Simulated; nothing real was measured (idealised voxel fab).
process module | voxel ribs on slabs
cross-section cut | 165 nm wide | cells 5 nm
A cross-section is a grid of square cells, given in bands from the top down. A band is one or more rows of cells.
Each band's line starts with the height of the band's top and of its bottom, in nm. Then come its materials from left to right, each with its width in nm. One material with "throughout" fills the band from edge to edge. "air" is empty space.
Height 0 is the level under which the wafer as received is all one material. The lowest band goes on downwards, as in "0 down".
A width such as "30 to 40" changes by the same amount from each row of cells to the next, from the band's top row to its bottom row.
"no change" after a step means that no cell of the cross-section changed.
closed voids: empty space of 8 cells or more with no open way to the top, each as width x height at its distance from the left edge, in nm
after a step's settings: what the simulator itself notes on the step
overlay nm, on a step with a mask: how far to the right of its planned place the mask lay; to the left if negative
plan
1 op RECEIVE | material Si
2 op DIRECTIONAL_DEP | material SiO2 | thk nm 25
3 op DIRECTIONAL_DEP | material SiN | thk nm 15
4 op MASKED_ETCH | tone cover | mask id RIB | width nm 25 | etch materials SiN | depth nm 5 | overlay nm 0
5 op PATTERN | tone cover | mask id SLAB | material resist | width nm 55 | thk nm 20 | overlay nm 0
6 op DIRECTIONAL_ETCH | etch materials SiN | depth nm 10
7 op STRIP | etch materials resist
8 op FILL_DEP | material SiO2 | thk nm 15
9 op CMP | height nm 50
10 op DIRECTIONAL_DEP | material TiN | thk nm 5
11 op PATTERN | tone cover | mask id HEATER | material resist | width nm 35 | thk nm 20 | overlay nm 0
12 op DIRECTIONAL_ETCH | etch materials TiN | depth nm 5
13 op STRIP | etch materials resist
14 op CONFORMAL_DEP | material SiN | thk nm 10
as received, after step 1
  0 down: Si throughout
  closed voids: none
a wafer at the end: this start, this plan, one mistake
  65 to 55: SiN throughout
  55 to 40: SiO2 throughout
  40 to 35: SiO2 70 | SiN 25 | SiO2 70
  35 to 25: SiO2 55 | SiN 55 | SiO2 55
  25 to 0: SiO2 throughout
  0 down: Si throughout
  closed voids: none
what went wrong: step 10 ran as: op DIRECTIONAL_DEP | material SiO2 | thk nm 5
